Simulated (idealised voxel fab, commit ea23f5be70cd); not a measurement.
Process module heading - voxel capacitor over wiring
Cross-sectional view cut (width: 300 nm; square cell size: 5 nm).
Throughout this document, each cross-section is represented as a grid of square cells and is presented as a sequence of bands enumerated from the top downward, where a band comprises one or more rows of cells. It is stipulated that each band's entry specify, in nanometres, the height of the top of the band and then that of its bottom, followed by the materials of the band in left-to-right sequence, each together with its width in nanometres. A single material marked by the word "edge to edge" is understood to fill the band from edge to edge; the word "empty" is understood to denote empty space. Beneath 0, the wafer as received is one material, and that level is where height counting begins. The lowest band goes on downward without a bottom; it is written like "0 down". The notation "30..40" denotes a width that varies across the rows of cells in the band, beginning at the first number in the top row, finishing at the second number in the bottom row, and changing by an identical amount from each row to the next. Reading "nothing got changed" for a step: not a cell of the cross-section changed in it. Heads up: "Fully closed voids" only lists the empty pockets with no open path to the top that are 8 cells or more, and it writes them as width x height at distance, distance from the left edge, in nm. The remark found on a step's line after its settings is issued by the simulator itself and pertains to that step. overlay nm: mask offset rightward from planned place, masked step; negative means leftward offset.

SET OUT BELOW ARE THE PLANNED STEPS OF THE PROCESS
1. RECEIVE,material Si
2. CONFORMAL_DEP,material SiO2,thk nm 10
3. DIRECTIONAL_DEP,material TiN,thk nm 5
4. DIRECTIONAL_DEP,material W,thk nm 20
5. DIRECTIONAL_DEP,material aC,thk nm 15
6. PATTERN,tone cover,mask id METAL_1,material resist,width nm 30,pitch nm 95,thk nm 35,overlay nm 0
7. DIRECTIONAL_ETCH,etch materials aC,depth nm 15
8. STRIP,etch materials resist
9. DIRECTIONAL_ETCH,etch materials W,depth nm 20
10. DIRECTIONAL_ETCH,etch materials TiN,depth nm 5
11. STRIP,etch materials aC
12. FILL_DEP,material SiO2,thk nm 5
13. CMP,height nm 35
14. CONFORMAL_DEP,material SiCN,thk nm 5
15. DIRECTIONAL_DEP,material lowk,thk nm 20
16. PATTERN,tone open,mask id PLUG_1,material resist,width nm 15,thk nm 20,overlay nm 0
17. DIRECTIONAL_ETCH,etch materials lowk,depth nm 20
18. DIRECTIONAL_ETCH,etch materials SiCN,depth nm 5
19. STRIP,etch materials resist
20. CONFORMAL_DEP,material TiN,thk nm 5
21. FILL_DEP,material Cu,thk nm 5
22. CMP,height nm 60
23. DIRECTIONAL_DEP,material TiN,thk nm 10
24. DIRECTIONAL_DEP,material HfO2,thk nm 5
25. DIRECTIONAL_DEP,material TiN,thk nm 5
26. PATTERN,tone cover,mask id UPPER_PLATE,material resist,width nm 70,thk nm 20,overlay nm 0
27. DIRECTIONAL_ETCH,etch materials TiN,depth nm 5
28. DIRECTIONAL_ETCH,etch materials HfO2,depth nm 5
29. STRIP,etch materials resist
30. DIRECTIONAL_DEP,material aC,thk nm 15
31. PATTERN,tone cover,mask id LOWER_PLATE,material resist,width nm 80,thk nm 30,overlay nm 0
32. DIRECTIONAL_ETCH,etch materials aC,depth nm 15
33. STRIP,etch materials resist
34. DIRECTIONAL_ETCH,etch materials TiN,depth nm 10
35. STRIP,etch materials aC
36. FILL_DEP,material SiO2,thk nm 15
37. CMP,height nm 90
38. MASKED_ETCH,tone open,mask id PLUG_2,width nm 15,etch materials SiO2,depth nm 10,overlay nm 0
39. CONFORMAL_DEP,material TiN,thk nm 5
40. FILL_DEP,material Ru,thk nm 10
41. CMP,height nm 90
42. CONFORMAL_DEP,material SiN,thk nm 5

THE FIRST OF THE TWO WAFERS, WHICH RAN AS PLANNED

CROSS-SECTION: WAFER ON ARRIVAL = AFTER STEP 1
* 0 down  Si edge to edge
* Fully closed voids: none

SO THIS IS THE WAFER CROSS-SECTION RIGHT AFTER STEP 2
* 10 to 0  SiO2 edge to edge
* below 0: unchanged

SO THIS IS THE WAFER CROSS-SECTION RIGHT AFTER STEP 3
* 15 to 10  TiN edge to edge
* below 10: unchanged

SO THIS IS THE WAFER CROSS-SECTION RIGHT AFTER STEP 4
* 35 to 15  W edge to edge
* below 15: unchanged

SO THIS IS THE WAFER CROSS-SECTION RIGHT AFTER STEP 5
* 50 to 35  aC edge to edge
* below 35: unchanged

SO THIS IS THE WAFER CROSS-SECTION RIGHT AFTER STEP 6
* 85 to 50  empty 85  resist 30  empty 65  resist 30  empty 90
* below 50: unchanged

SO THIS IS THE WAFER CROSS-SECTION RIGHT AFTER STEP 7
* 70 to 50  empty 85  resist 30  empty 65  resist 30  empty 90
* 50 to 35  empty 85  aC 30  empty 65  aC 30  empty 90
* below 35: unchanged

SO THIS IS THE WAFER CROSS-SECTION RIGHT AFTER STEP 8
* 50 to 35  empty 85  aC 30  empty 65  aC 30  empty 90
* below 35: unchanged

SO THIS IS THE WAFER CROSS-SECTION RIGHT AFTER STEP 9
* 50 to 35  empty 85  aC 30  empty 65  aC 30  empty 90
* 35 to 15  empty 85  W 30  empty 65  W 30  empty 90
* below 15: unchanged

SO THIS IS THE WAFER CROSS-SECTION RIGHT AFTER STEP 10
* 50 to 35  empty 85  aC 30  empty 65  aC 30  empty 90
* 35 to 15  empty 85  W 30  empty 65  W 30  empty 90
* 15 to 10  empty 85  TiN 30  empty 65  TiN 30  empty 90
* below 10: unchanged

SO THIS IS THE WAFER CROSS-SECTION RIGHT AFTER STEP 11
* 35 to 15  empty 85  W 30  empty 65  W 30  empty 90
* below 15: unchanged

SO THIS IS THE WAFER CROSS-SECTION RIGHT AFTER STEP 12
* 40 to 35  SiO2 edge to edge
* 35 to 15  SiO2 85  W 30  SiO2 65  W 30  SiO2 90
* 15 to 10  SiO2 85  TiN 30  SiO2 65  TiN 30  SiO2 90
* below 10: unchanged

SO THIS IS THE WAFER CROSS-SECTION RIGHT AFTER STEP 13
* 35 to 15  SiO2 85  W 30  SiO2 65  W 30  SiO2 90
* below 15: unchanged

SO THIS IS THE WAFER CROSS-SECTION RIGHT AFTER STEP 14
* 40 to 35  SiCN edge to edge
* below 35: unchanged

SO THIS IS THE WAFER CROSS-SECTION RIGHT AFTER STEP 15
* 60 to 40  lowk edge to edge
* below 40: unchanged

SO THIS IS THE WAFER CROSS-SECTION RIGHT AFTER STEP 16
* 80 to 60  resist 100  empty 15  resist 185
* below 60: unchanged

SO THIS IS THE WAFER CROSS-SECTION RIGHT AFTER STEP 17
* 80 to 60  resist 100  empty 15  resist 185
* 60 to 40  lowk 100  empty 15  lowk 185
* below 40: unchanged

SO THIS IS THE WAFER CROSS-SECTION RIGHT AFTER STEP 18
* 80 to 60  resist 100  empty 15  resist 185
* 60 to 40  lowk 100  empty 15  lowk 185
* 40 to 35  SiCN 100  empty 15  SiCN 185
* below 35: unchanged

SO THIS IS THE WAFER CROSS-SECTION RIGHT AFTER STEP 19
* 60 to 40  lowk 100  empty 15  lowk 185
* below 40: unchanged

SO THIS IS THE WAFER CROSS-SECTION RIGHT AFTER STEP 20
* 65 to 60  TiN 105  empty 5  TiN 190
* 60 to 40  lowk 100  TiN 5  empty 5  TiN 5  lowk 185
* 40 to 35  SiCN 100  TiN 15  SiCN 185
* below 35: unchanged

SO THIS IS THE WAFER CROSS-SECTION RIGHT AFTER STEP 21
* 70 to 65  Cu edge to edge
* 65 to 60  TiN 105  Cu 5  TiN 190
* 60 to 40  lowk 100  TiN 5  Cu 5  TiN 5  lowk 185
* below 40: unchanged

SO THIS IS THE WAFER CROSS-SECTION RIGHT AFTER STEP 22
* 60 to 40  lowk 100  TiN 5  Cu 5  TiN 5  lowk 185
* below 40: unchanged

SO THIS IS THE WAFER CROSS-SECTION RIGHT AFTER STEP 23
* 70 to 60  TiN edge to edge
* below 60: unchanged

SO THIS IS THE WAFER CROSS-SECTION RIGHT AFTER STEP 24
* 75 to 70  HfO2 edge to edge
* below 70: unchanged

SO THIS IS THE WAFER CROSS-SECTION RIGHT AFTER STEP 25
* 80 to 75  TiN edge to edge
* below 75: unchanged

SO THIS IS THE WAFER CROSS-SECTION RIGHT AFTER STEP 26
* 100 to 80  empty 100  resist 70  empty 130
* below 80: unchanged

SO THIS IS THE WAFER CROSS-SECTION RIGHT AFTER STEP 27
* 100 to 80  empty 100  resist 70  empty 130
* 80 to 75  empty 100  TiN 70  empty 130
* below 75: unchanged

SO THIS IS THE WAFER CROSS-SECTION RIGHT AFTER STEP 28
* 100 to 80  empty 100  resist 70  empty 130
* 80 to 75  empty 100  TiN 70  empty 130
* 75 to 70  empty 100  HfO2 70  empty 130
* below 70: unchanged

SO THIS IS THE WAFER CROSS-SECTION RIGHT AFTER STEP 29
* 80 to 75  empty 100  TiN 70  empty 130
* below 75: unchanged

SO THIS IS THE WAFER CROSS-SECTION RIGHT AFTER STEP 30
* 95 to 85  empty 100  aC 70  empty 130
* 85 to 80  aC edge to edge
* 80 to 75  aC 100  TiN 70  aC 130
* 75 to 70  aC 100  HfO2 70  aC 130
* below 70: unchanged

SO THIS IS THE WAFER CROSS-SECTION RIGHT AFTER STEP 31
* 125 to 95  empty 95  resist 80  empty 125
* 95 to 85  empty 95  resist 5  aC 70  resist 5  empty 125
* below 85: unchanged

SO THIS IS THE WAFER CROSS-SECTION RIGHT AFTER STEP 32
* 110 to 95  empty 95  resist 80  empty 125
* 95 to 85  empty 95  resist 5  aC 70  resist 5  empty 125
* 85 to 80  empty 95  aC 80  empty 125
* 80 to 75  empty 95  aC 5  TiN 70  aC 5  empty 125
* 75 to 70  empty 95  aC 5  HfO2 70  aC 5  empty 125
* below 70: unchanged

SO THIS IS THE WAFER CROSS-SECTION RIGHT AFTER STEP 33
* 95 to 85  empty 100  aC 70  empty 130
* below 85: unchanged

SO THIS IS THE WAFER CROSS-SECTION RIGHT AFTER STEP 34
* 95 to 85  empty 100  aC 70  empty 130
* 85 to 80  empty 95  aC 80  empty 125
* 80 to 75  empty 95  aC 5  TiN 70  aC 5  empty 125
* 75 to 70  empty 95  aC 5  HfO2 70  aC 5  empty 125
* 70 to 60  empty 95  TiN 80  empty 125
* below 60: unchanged

SO THIS IS THE WAFER CROSS-SECTION RIGHT AFTER STEP 35
* 80 to 75  empty 100  TiN 70  empty 130
* 75 to 70  empty 100  HfO2 70  empty 130
* below 70: unchanged

SO THIS IS THE WAFER CROSS-SECTION RIGHT AFTER STEP 36
* 95 to 80  SiO2 edge to edge
* 80 to 75  SiO2 100  TiN 70  SiO2 130
* 75 to 70  SiO2 100  HfO2 70  SiO2 130
* 70 to 60  SiO2 95  TiN 80  SiO2 125
* below 60: unchanged

SO THIS IS THE WAFER CROSS-SECTION RIGHT AFTER STEP 37
* 90 to 80  SiO2 edge to edge
* below 80: unchanged

SO THIS IS THE WAFER CROSS-SECTION RIGHT AFTER STEP 38
* 90 to 80  SiO2 110  empty 15  SiO2 175
* below 80: unchanged

SO THIS IS THE WAFER CROSS-SECTION RIGHT AFTER STEP 39
* 95 to 90  TiN 115  empty 5  TiN 180
* 90 to 85  SiO2 110  TiN 5  empty 5  TiN 5  SiO2 175
* 85 to 75  SiO2 110..100  TiN 15..70  SiO2 175..130
* below 75: unchanged

SO THIS IS THE WAFER CROSS-SECTION RIGHT AFTER STEP 40
* 105 to 95  Ru edge to edge
* 95 to 90  TiN 115  Ru 5  TiN 180
* 90 to 85  SiO2 110  TiN 5  Ru 5  TiN 5  SiO2 175
* below 85: unchanged

SO THIS IS THE WAFER CROSS-SECTION RIGHT AFTER STEP 41
* 90 to 85  SiO2 110  TiN 5  Ru 5  TiN 5  SiO2 175
* below 85: unchanged

SO THIS IS THE WAFER CROSS-SECTION RIGHT AFTER STEP 42
* 95 to 90  SiN edge to edge
* below 90: unchanged

WAFER TWO OF TWO - SAME STARTING POINT, SAME PROCESS PLAN, ONE MISTAKE IN EXECUTION; MATCHES WAFER ONE UP TO AND INCLUDING STEP 15

PLANNED END OF STEP 16: SECOND WAFER, CROSS-SECTION
* 80 to 60  resist 95  empty 15  resist 190
* below 60: unchanged

PLANNED END OF STEP 17: SECOND WAFER, CROSS-SECTION
* 80 to 60  resist 95  empty 15  resist 190
* 60 to 40  lowk 95  empty 15  lowk 190
* below 40: unchanged

PLANNED END OF STEP 18: SECOND WAFER, CROSS-SECTION
* 80 to 60  resist 95  empty 15  resist 190
* 60 to 40  lowk 95  empty 15  lowk 190
* 40 to 35  SiCN 95  empty 15  SiCN 190
* below 35: unchanged

PLANNED END OF STEP 19: SECOND WAFER, CROSS-SECTION
* 60 to 40  lowk 95  empty 15  lowk 190
* below 40: unchanged

PLANNED END OF STEP 20: SECOND WAFER, CROSS-SECTION
* 65 to 60  TiN 100  empty 5  TiN 195
* 60 to 40  lowk 95  TiN 5  empty 5  TiN 5  lowk 190
* 40 to 35  SiCN 95  TiN 15  SiCN 190
* below 35: unchanged

PLANNED END OF STEP 21: SECOND WAFER, CROSS-SECTION
* 70 to 65  Cu edge to edge
* 65 to 60  TiN 100  Cu 5  TiN 195
* 60 to 40  lowk 95  TiN 5  Cu 5  TiN 5  lowk 190
* below 40: unchanged

PLANNED END OF STEP 22: SECOND WAFER, CROSS-SECTION
* 60 to 40  lowk 95  TiN 5  Cu 5  TiN 5  lowk 190
* below 40: unchanged

PLANNED END OF STEP 23: SECOND WAFER, CROSS-SECTION
* 70 to 60  TiN edge to edge
* below 60: unchanged

PLANNED END OF STEP 24: SECOND WAFER, CROSS-SECTION
* 75 to 70  HfO2 edge to edge
* below 70: unchanged

PLANNED END OF STEP 25: SECOND WAFER, CROSS-SECTION
* 80 to 75  TiN edge to edge
* below 75: unchanged

PLANNED END OF STEP 26: SECOND WAFER, CROSS-SECTION
* 100 to 80  empty 100  resist 70  empty 130
* below 80: unchanged

PLANNED END OF STEP 27: SECOND WAFER, CROSS-SECTION
* 100 to 80  empty 100  resist 70  empty 130
* 80 to 75  empty 100  TiN 70  empty 130
* below 75: unchanged

PLANNED END OF STEP 28: SECOND WAFER, CROSS-SECTION
* 100 to 80  empty 100  resist 70  empty 130
* 80 to 75  empty 100  TiN 70  empty 130
* 75 to 70  empty 100  HfO2 70  empty 130
* below 70: unchanged

PLANNED END OF STEP 29: SECOND WAFER, CROSS-SECTION
* 80 to 75  empty 100  TiN 70  empty 130
* below 75: unchanged

PLANNED END OF STEP 30: SECOND WAFER, CROSS-SECTION
* 95 to 85  empty 100  aC 70  empty 130
* 85 to 80  aC edge to edge
* 80 to 75  aC 100  TiN 70  aC 130
* 75 to 70  aC 100  HfO2 70  aC 130
* below 70: unchanged

PLANNED END OF STEP 31: SECOND WAFER, CROSS-SECTION
* 125 to 95  empty 95  resist 80  empty 125
* 95 to 85  empty 95  resist 5  aC 70  resist 5  empty 125
* below 85: unchanged

PLANNED END OF STEP 32: SECOND WAFER, CROSS-SECTION
* 110 to 95  empty 95  resist 80  empty 125
* 95 to 85  empty 95  resist 5  aC 70  resist 5  empty 125
* 85 to 80  empty 95  aC 80  empty 125
* 80 to 75  empty 95  aC 5  TiN 70  aC 5  empty 125
* 75 to 70  empty 95  aC 5  HfO2 70  aC 5  empty 125
* below 70: unchanged

PLANNED END OF STEP 33: SECOND WAFER, CROSS-SECTION
* 95 to 85  empty 100  aC 70  empty 130
* below 85: unchanged

PLANNED END OF STEP 34: SECOND WAFER, CROSS-SECTION
* 95 to 85  empty 100  aC 70  empty 130
* 85 to 80  empty 95  aC 80  empty 125
* 80 to 75  empty 95  aC 5  TiN 70  aC 5  empty 125
* 75 to 70  empty 95  aC 5  HfO2 70  aC 5  empty 125
* 70 to 60  empty 95  TiN 80  empty 125
* below 60: unchanged

PLANNED END OF STEP 35: SECOND WAFER, CROSS-SECTION
* 80 to 75  empty 100  TiN 70  empty 130
* 75 to 70  empty 100  HfO2 70  empty 130
* below 70: unchanged

PLANNED END OF STEP 36: SECOND WAFER, CROSS-SECTION
* 95 to 80  SiO2 edge to edge
* 80 to 75  SiO2 100  TiN 70  SiO2 130
* 75 to 70  SiO2 100  HfO2 70  SiO2 130
* 70 to 60  SiO2 95  TiN 80  SiO2 125
* below 60: unchanged

PLANNED END OF STEP 37: SECOND WAFER, CROSS-SECTION
* 90 to 80  SiO2 edge to edge
* below 80: unchanged

PLANNED END OF STEP 38: SECOND WAFER, CROSS-SECTION
* 90 to 80  SiO2 110  empty 15  SiO2 175
* below 80: unchanged

PLANNED END OF STEP 39: SECOND WAFER, CROSS-SECTION
* 95 to 90  TiN 115  empty 5  TiN 180
* 90 to 85  SiO2 110  TiN 5  empty 5  TiN 5  SiO2 175
* 85 to 75  SiO2 110..100  TiN 15..70  SiO2 175..130
* below 75: unchanged

PLANNED END OF STEP 40: SECOND WAFER, CROSS-SECTION
* 105 to 95  Ru edge to edge
* 95 to 90  TiN 115  Ru 5  TiN 180
* 90 to 85  SiO2 110  TiN 5  Ru 5  TiN 5  SiO2 175
* below 85: unchanged

PLANNED END OF STEP 41: SECOND WAFER, CROSS-SECTION
* 90 to 85  SiO2 110  TiN 5  Ru 5  TiN 5  SiO2 175
* below 85: unchanged

PLANNED END OF STEP 42: SECOND WAFER, CROSS-SECTION
* 95 to 90  SiN edge to edge
* below 90: unchanged
Plan not followed: in deviation from the planned setting, step 16 was conducted as PATTERN,tone open,mask id PLUG_1,material resist,width nm 15,thk nm 20,overlay nm -5
When the process is done, the second wafer contains the same cell count of every material as the first wafer, but distributed over other locations.
